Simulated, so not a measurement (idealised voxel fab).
process module | voxel gate over fins
cross-section cut | 285 nm wide | cells 5 nm
A cross-section is a grid of square cells, given in bands from the top down. A band is one or more rows of cells.
Each band's line starts with the height of the band's top and of its bottom, in nm. Then come its materials from left to right, each with its width in nm. One material with "throughout" fills the band from edge to edge. "air" is empty space.
Height 0 is the level under which the wafer as received is all one material. The lowest band goes on downwards, as in "0 down".
A width such as "30 to 40" changes by the same amount from each row of cells to the next, from the band's top row to its bottom row.
"no change" after a step means that no cell of the cross-section changed.
closed voids: empty space of 8 cells or more with no open way to the top, each as width x height at its distance from the left edge, in nm
after a step's settings: what the simulator itself notes on the step
overlay nm, on a step with a mask: how far to the right of its planned place the mask lay; to the left if negative
plan
1 op RECEIVE | material Si
2 op CONFORMAL_DEP | material SiN | thk nm 5
3 op DIRECTIONAL_DEP | material aC | thk nm 15
4 op PATTERN | tone cover | mask id FINS | material resist | width nm 15 | pitch nm 50 | thk nm 30 | overlay nm 0
5 op DIRECTIONAL_ETCH | etch materials aC | depth nm 15
6 op STRIP | etch materials resist
7 op DIRECTIONAL_ETCH | etch materials SiN | depth nm 5
8 op DIRECTIONAL_ETCH | etch materials Si | depth nm 40
9 op STRIP | etch materials aC
10 op FILL_DEP | material SiO2 | thk nm 10
11 op CMP | height nm 5
12 op DIRECTIONAL_DEP | material aC | thk nm 15
13 op PATTERN | tone open | mask id RAIL | material resist | width nm 15 | thk nm 35 | overlay nm 0
14 op DIRECTIONAL_ETCH | etch materials aC | depth nm 15
15 op STRIP | etch materials resist
16 op DIRECTIONAL_ETCH | etch materials SiO2 | depth nm 40
17 op STRIP | etch materials aC
18 op CONFORMAL_DEP | material TiN | thk nm 5
19 op FILL_DEP | material W | thk nm 5
20 op CMP | height nm 5
21 op SELECTIVE_ETCH | etch materials W Ru TiN | depth nm 20
22 op FILL_DEP | material SiO2 | thk nm 5
23 op CMP | height nm 5
24 op SELECTIVE_ETCH | etch materials SiO2 | depth nm 15
25 op STRIP | etch materials SiN
26 op CONFORMAL_DEP | material HfO2 | thk nm 5
27 op CONFORMAL_DEP | material TiN | thk nm 5
28 op CONFORMAL_DEP | material TiAl | thk nm 5
29 op CONFORMAL_DEP | material TiN | thk nm 5
30 op FILL_DEP | material W | thk nm 10
31 op CMP | height nm 25
32 op CONFORMAL_DEP | material SiN | thk nm 10
as received, after step 1
  0 down: Si throughout
  closed voids: none
first wafer at the end, as planned
  35 to 25: SiN throughout
  25 to 20: W throughout
  20 to 15: W 65 | TiN 155 | W 65
  15 to 10: W 65 | TiN 5 | TiAl 45 | TiN 5 | TiAl 45 | TiN 5 | TiAl 45 | TiN 5 | W 65
  10 to 5: TiN 70 | TiAl 5 | TiN 35 | TiAl 5 | TiN 5 | TiAl 5 | TiN 35 | TiAl 5 | TiN 5 | TiAl 5 | TiN 35 | TiAl 5 | TiN 70
  5 to 0: TiAl 75 | TiN 5 | HfO2 25 | TiN 5 | TiAl 15 | TiN 5 | HfO2 25 | TiN 5 | TiAl 15 | TiN 5 | HfO2 25 | TiN 5 | TiAl 75
  0 to -5: TiN 80 | HfO2 5 | Si 15 | HfO2 5 | TiN 25 | HfO2 5 | Si 15 | HfO2 5 | TiN 25 | HfO2 5 | Si 15 | HfO2 5 | TiN 80
  -5 to -10: HfO2 85 | Si 15 | HfO2 35 | Si 15 | HfO2 35 | Si 15 | HfO2 85
  -10 to -15: SiO2 85 | Si 15 | SiO2 35 | Si 15 | SiO2 35 | Si 15 | SiO2 85
  -15 to -30: SiO2 85 | Si 15 | SiO2 10 | TiN 5 | W 5 | TiN 5 | SiO2 10 | Si 15 | SiO2 35 | Si 15 | SiO2 85
  -30 to -35: SiO2 85 | Si 15 | SiO2 10 | TiN 15 | SiO2 10 | Si 15 | SiO2 35 | Si 15 | SiO2 85
  -35 to -40: SiO2 85 | Si 15 | SiO2 35 | Si 15 | SiO2 35 | Si 15 | SiO2 85
  -40 down: Si throughout
  closed voids: none
second wafer at the end: like start, like plan, one mistake
  35 to 25: SiN throughout
  25 to 15: W throughout
  15 to 10: W 70 | TiN 45 | W 5 | TiN 45 | W 5 | TiN 45 | W 70
  10 to 5: W 70 | TiN 5 | TiAl 35 | TiN 5 | W 5 | TiN 5 | TiAl 35 | TiN 5 | W 5 | TiN 5 | TiAl 35 | TiN 5 | W 70
  5 to 0: TiN 75 | TiAl 5 | HfO2 25 | TiAl 5 | TiN 15 | TiAl 5 | HfO2 25 | TiAl 5 | TiN 15 | TiAl 5 | HfO2 25 | TiAl 5 | TiN 75
  0 to -5: TiAl 80 | HfO2 5 | Si 15 | HfO2 5 | TiAl 25 | HfO2 5 | Si 15 | HfO2 5 | TiAl 25 | HfO2 5 | Si 15 | HfO2 5 | TiAl 80
  -5 to -10: HfO2 85 | Si 15 | HfO2 35 | Si 15 | HfO2 35 | Si 15 | HfO2 85
  -10 to -15: SiO2 85 | Si 15 | SiO2 35 | Si 15 | SiO2 35 | Si 15 | SiO2 85
  -15 to -30: SiO2 85 | Si 15 | SiO2 10 | TiN 5 | W 5 | TiN 5 | SiO2 10 | Si 15 | SiO2 35 | Si 15 | SiO2 85
  -30 to -35: SiO2 85 | Si 15 | SiO2 10 | TiN 15 | SiO2 10 | Si 15 | SiO2 35 | Si 15 | SiO2 85
  -35 to -40: SiO2 85 | Si 15 | SiO2 35 | Si 15 | SiO2 35 | Si 15 | SiO2 85
  -40 down: Si throughout
  closed voids: none
what went wrong: step 27 was left out
at the end the second wafer has, in cells: 65 fewer of TiN | 65 more of W
